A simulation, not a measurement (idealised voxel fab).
Herein follows the process module entitled voxel ribs on slabs.
This is section cut - it's 195 nm across, gridded in 5 nm square cells.
Cross-section format: a grid of square cells, given as bands from top to bottom; each band is one or more rows of cells.
A band entry consists of two parts. The first gives the height of the band's top and the height of its bottom, in nm. The rest lists the band's materials from left to right, each with its width in nm. A single material labelled with the word "throughout" fills the band from edge to edge, and the word "air" marks empty space.
Height reference: 0 = level under which incoming wafer is all one material. Lowest band: no bottom, runs on downward, e.g. "top 0, no bottom".
So if you see something like "30->40" for the width, read it as the top row of the band sitting at the first number and the bottom row at the second, with every row in between moving by the same amount as the last.
Step marked "no modification"? Then no cell in the cross-section changed in it.
If an empty space has no open way to the top and is at least 8 cells in size, "Closed void roster" lists it, written width x height at distance, where distance is measured from the left edge and every value is in nm.
On each step's line, the part that comes after the settings is the simulator's own comment on the step.
overlay nm: how far to the right of its planned place the mask lay on this masked step (negative: to the left).
STEPS IN THE PROCESS PLAN
- 1: RECEIVE | material Si
- 2: DIRECTIONAL_DEP | material SiO2 | thk nm 20
- 3: DIRECTIONAL_DEP | material polySi | thk nm 15
- 4: MASKED_ETCH | tone cover | mask id RIB | width nm 15 | etch materials polySi | depth nm 5 | overlay nm 0
- 5: DIRECTIONAL_DEP | material aC | thk nm 15
- 6: PATTERN | tone cover | mask id SLAB | material resist | width nm 55 | thk nm 35 | overlay nm 0
- 7: DIRECTIONAL_ETCH | etch materials aC | depth nm 15
- 8: STRIP | etch materials resist
- 9: DIRECTIONAL_ETCH | etch materials polySi | depth nm 10
- 10: STRIP | etch materials aC
- 11: FILL_DEP | material SiO2 | thk nm 30
- 12: CMP | height nm 55
- 13: DIRECTIONAL_DEP | material TiN | thk nm 5
- 14: DIRECTIONAL_DEP | material aC | thk nm 15
- 15: PATTERN | tone cover | mask id HEATER | material resist | width nm 25 | thk nm 30 | overlay nm 0
- 16: DIRECTIONAL_ETCH | etch materials aC | depth nm 15
- 17: STRIP | etch materials resist
- 18: DIRECTIONAL_ETCH | etch materials TiN | depth nm 5
- 19: STRIP | etch materials aC
- 20: CONFORMAL_DEP | material SiN | thk nm 5
SO, THE FIRST OF OUR TWO WAFERS, RUN JUST AS WE PLANNED IT
SHOWN IN CROSS-SECTION IS THE WAFER AS RECEIVED, THAT IS, AS IT STANDS AFTER STEP 1
- top 0, no bottom | Si throughout
- Closed void roster: none
PRESENTED HERE IS A CROSS-SECTION OF THE WAFER AFTER STEP 2 HAS BEEN PERFORMED
- top 20, bottom 0 | SiO2 throughout
- Rest of section, below 0: as before.
PRESENTED HERE IS A CROSS-SECTION OF THE WAFER AFTER STEP 3 HAS BEEN PERFORMED
- top 35, bottom 20 | polySi throughout
- Rest of section, below 20: as before.
PRESENTED HERE IS A CROSS-SECTION OF THE WAFER AFTER STEP 4 HAS BEEN PERFORMED
- top 35, bottom 30 | 90 air, then 15 polySi, then 90 air
- Rest of section, below 30: as before.
PRESENTED HERE IS A CROSS-SECTION OF THE WAFER AFTER STEP 5 HAS BEEN PERFORMED
- top 50, bottom 45 | 90 air, then 15 aC, then 90 air
- top 45, bottom 35 | aC throughout
- top 35, bottom 30 | 90 aC, then 15 polySi, then 90 aC
- Rest of section, below 30: as before.
PRESENTED HERE IS A CROSS-SECTION OF THE WAFER AFTER STEP 6 HAS BEEN PERFORMED
- top 85, bottom 50 | 70 air, then 55 resist, then 70 air
- top 50, bottom 45 | 70 air, then 20 resist, then 15 aC, then 20 resist, then 70 air
- Rest of section, below 45: as before.
PRESENTED HERE IS A CROSS-SECTION OF THE WAFER AFTER STEP 7 HAS BEEN PERFORMED
- top 70, bottom 50 | 70 air, then 55 resist, then 70 air
- top 50, bottom 45 | 70 air, then 20 resist, then 15 aC, then 20 resist, then 70 air
- top 45, bottom 35 | 70 air, then 55 aC, then 70 air
- top 35, bottom 30 | 70 air, then 20 aC, then 15 polySi, then 20 aC, then 70 air
- Rest of section, below 30: as before.
PRESENTED HERE IS A CROSS-SECTION OF THE WAFER AFTER STEP 8 HAS BEEN PERFORMED
- top 50, bottom 45 | 90 air, then 15 aC, then 90 air
- Rest of section, below 45: as before.
PRESENTED HERE IS A CROSS-SECTION OF THE WAFER AFTER STEP 9 HAS BEEN PERFORMED
- top 50, bottom 45 | 90 air, then 15 aC, then 90 air
- top 45, bottom 35 | 70 air, then 55 aC, then 70 air
- top 35, bottom 30 | 70 air, then 20 aC, then 15 polySi, then 20 aC, then 70 air
- top 30, bottom 20 | 70 air, then 55 polySi, then 70 air
- Rest of section, below 20: as before.
PRESENTED HERE IS A CROSS-SECTION OF THE WAFER AFTER STEP 10 HAS BEEN PERFORMED
- top 35, bottom 30 | 90 air, then 15 polySi, then 90 air
- Rest of section, below 30: as before.
PRESENTED HERE IS A CROSS-SECTION OF THE WAFER AFTER STEP 11 HAS BEEN PERFORMED
- top 65, bottom 35 | SiO2 throughout
- top 35, bottom 30 | 90 SiO2, then 15 polySi, then 90 SiO2
- top 30, bottom 20 | 70 SiO2, then 55 polySi, then 70 SiO2
- Rest of section, below 20: as before.
PRESENTED HERE IS A CROSS-SECTION OF THE WAFER AFTER STEP 12 HAS BEEN PERFORMED
- top 55, bottom 35 | SiO2 throughout
- Rest of section, below 35: as before.
PRESENTED HERE IS A CROSS-SECTION OF THE WAFER AFTER STEP 13 HAS BEEN PERFORMED
- top 60, bottom 55 | TiN throughout
- Rest of section, below 55: as before.
PRESENTED HERE IS A CROSS-SECTION OF THE WAFER AFTER STEP 14 HAS BEEN PERFORMED
- top 75, bottom 60 | aC throughout
- Rest of section, below 60: as before.
PRESENTED HERE IS A CROSS-SECTION OF THE WAFER AFTER STEP 15 HAS BEEN PERFORMED
- top 105, bottom 75 | 85 air, then 25 resist, then 85 air
- Rest of section, below 75: as before.
PRESENTED HERE IS A CROSS-SECTION OF THE WAFER AFTER STEP 16 HAS BEEN PERFORMED
- top 90, bottom 75 | 85 air, then 25 resist, then 85 air
- top 75, bottom 60 | 85 air, then 25 aC, then 85 air
- Rest of section, below 60: as before.
PRESENTED HERE IS A CROSS-SECTION OF THE WAFER AFTER STEP 17 HAS BEEN PERFORMED
- top 75, bottom 60 | 85 air, then 25 aC, then 85 air
- Rest of section, below 60: as before.
PRESENTED HERE IS A CROSS-SECTION OF THE WAFER AFTER STEP 18 HAS BEEN PERFORMED
- top 75, bottom 60 | 85 air, then 25 aC, then 85 air
- top 60, bottom 55 | 85 air, then 25 TiN, then 85 air
- Rest of section, below 55: as before.
PRESENTED HERE IS A CROSS-SECTION OF THE WAFER AFTER STEP 19 HAS BEEN PERFORMED
- top 60, bottom 55 | 85 air, then 25 TiN, then 85 air
- Rest of section, below 55: as before.
PRESENTED HERE IS A CROSS-SECTION OF THE WAFER AFTER STEP 20 HAS BEEN PERFORMED
- top 65, bottom 60 | 80 air, then 35 SiN, then 80 air
- top 60, bottom 55 | 85 SiN, then 25 TiN, then 85 SiN
- Rest of section, below 55: as before.
REGARDING THE SECOND OF THE TWO WAFERS: IT SHARED THE FIRST WAFER'S STARTING CONDITION AND PROCESS PLAN, YET ONE ERROR OCCURRED DURING ITS EXECUTION. ITS HISTORY COINCIDES WITH THAT OF THE FIRST WAFER UP TO AND INCLUDING STEP 2
HERE IS THE SECOND WAFER IN CROSS-SECTION AT THE POINT WHERE STEP 3 OF THE PLAN SHOULD HAVE BEEN DONE
- top 50, bottom 20 | polySi throughout
- Rest of section, below 20: as before.
HERE IS THE SECOND WAFER IN CROSS-SECTION AT THE POINT WHERE STEP 4 OF THE PLAN SHOULD HAVE BEEN DONE
- top 50, bottom 45 | 90 air, then 15 polySi, then 90 air
- Rest of section, below 45: as before.
HERE IS THE SECOND WAFER IN CROSS-SECTION AT THE POINT WHERE STEP 5 OF THE PLAN SHOULD HAVE BEEN DONE
- top 65, bottom 60 | 90 air, then 15 aC, then 90 air
- top 60, bottom 50 | aC throughout
- top 50, bottom 45 | 90 aC, then 15 polySi, then 90 aC
- Rest of section, below 45: as before.
HERE IS THE SECOND WAFER IN CROSS-SECTION AT THE POINT WHERE STEP 6 OF THE PLAN SHOULD HAVE BEEN DONE
- top 100, bottom 65 | 70 air, then 55 resist, then 70 air
- top 65, bottom 60 | 70 air, then 20 resist, then 15 aC, then 20 resist, then 70 air
- Rest of section, below 60: as before.
HERE IS THE SECOND WAFER IN CROSS-SECTION AT THE POINT WHERE STEP 7 OF THE PLAN SHOULD HAVE BEEN DONE
- top 85, bottom 65 | 70 air, then 55 resist, then 70 air
- top 65, bottom 60 | 70 air, then 20 resist, then 15 aC, then 20 resist, then 70 air
- top 60, bottom 50 | 70 air, then 55 aC, then 70 air
- top 50, bottom 45 | 70 air, then 20 aC, then 15 polySi, then 20 aC, then 70 air
- Rest of section, below 45: as before.
HERE IS THE SECOND WAFER IN CROSS-SECTION AT THE POINT WHERE STEP 8 OF THE PLAN SHOULD HAVE BEEN DONE
- top 65, bottom 60 | 90 air, then 15 aC, then 90 air
- Rest of section, below 60: as before.
HERE IS THE SECOND WAFER IN CROSS-SECTION AT THE POINT WHERE STEP 9 OF THE PLAN SHOULD HAVE BEEN DONE
- top 65, bottom 60 | 90 air, then 15 aC, then 90 air
- top 60, bottom 50 | 70 air, then 55 aC, then 70 air
- top 50, bottom 45 | 70 air, then 20 aC, then 15 polySi, then 20 aC, then 70 air
- top 45, bottom 35 | 70 air, then 55 polySi, then 70 air
- Rest of section, below 35: as before.
HERE IS THE SECOND WAFER IN CROSS-SECTION AT THE POINT WHERE STEP 10 OF THE PLAN SHOULD HAVE BEEN DONE
- top 50, bottom 45 | 90 air, then 15 polySi, then 90 air
- Rest of section, below 45: as before.
HERE IS THE SECOND WAFER IN CROSS-SECTION AT THE POINT WHERE STEP 11 OF THE PLAN SHOULD HAVE BEEN DONE
- top 80, bottom 50 | SiO2 throughout
- top 50, bottom 45 | 90 SiO2, then 15 polySi, then 90 SiO2
- top 45, bottom 35 | 70 SiO2, then 55 polySi, then 70 SiO2
- Rest of section, below 35: as before.
HERE IS THE SECOND WAFER IN CROSS-SECTION AT THE POINT WHERE STEP 12 OF THE PLAN SHOULD HAVE BEEN DONE
- top 55, bottom 50 | SiO2 throughout
- Rest of section, below 50: as before.
HERE IS THE SECOND WAFER IN CROSS-SECTION AT THE POINT WHERE STEP 13 OF THE PLAN SHOULD HAVE BEEN DONE
- top 60, bottom 55 | TiN throughout
- Rest of section, below 55: as before.
HERE IS THE SECOND WAFER IN CROSS-SECTION AT THE POINT WHERE STEP 14 OF THE PLAN SHOULD HAVE BEEN DONE
- top 75, bottom 60 | aC throughout
- Rest of section, below 60: as before.
HERE IS THE SECOND WAFER IN CROSS-SECTION AT THE POINT WHERE STEP 15 OF THE PLAN SHOULD HAVE BEEN DONE
- top 105, bottom 75 | 85 air, then 25 resist, then 85 air
- Rest of section, below 75: as before.
HERE IS THE SECOND WAFER IN CROSS-SECTION AT THE POINT WHERE STEP 16 OF THE PLAN SHOULD HAVE BEEN DONE
- top 90, bottom 75 | 85 air, then 25 resist, then 85 air
- top 75, bottom 60 | 85 air, then 25 aC, then 85 air
- Rest of section, below 60: as before.
HERE IS THE SECOND WAFER IN CROSS-SECTION AT THE POINT WHERE STEP 17 OF THE PLAN SHOULD HAVE BEEN DONE
- top 75, bottom 60 | 85 air, then 25 aC, then 85 air
- Rest of section, below 60: as before.
HERE IS THE SECOND WAFER IN CROSS-SECTION AT THE POINT WHERE STEP 18 OF THE PLAN SHOULD HAVE BEEN DONE
- top 75, bottom 60 | 85 air, then 25 aC, then 85 air
- top 60, bottom 55 | 85 air, then 25 TiN, then 85 air
- Rest of section, below 55: as before.
HERE IS THE SECOND WAFER IN CROSS-SECTION AT THE POINT WHERE STEP 19 OF THE PLAN SHOULD HAVE BEEN DONE
- top 60, bottom 55 | 85 air, then 25 TiN, then 85 air
- Rest of section, below 55: as before.
HERE IS THE SECOND WAFER IN CROSS-SECTION AT THE POINT WHERE STEP 20 OF THE PLAN SHOULD HAVE BEEN DONE
- top 65, bottom 60 | 80 air, then 35 SiN, then 80 air
- top 60, bottom 55 | 85 SiN, then 25 TiN, then 85 SiN
- Rest of section, below 55: as before.
What was done differently from what was planned? plan step 3 was conducted twice
Upon completion, the second wafer contains, in terms of cells, a greater or smaller amount of certain materials than the first wafer: SiO2: 117 fewer, polySi: 117 more
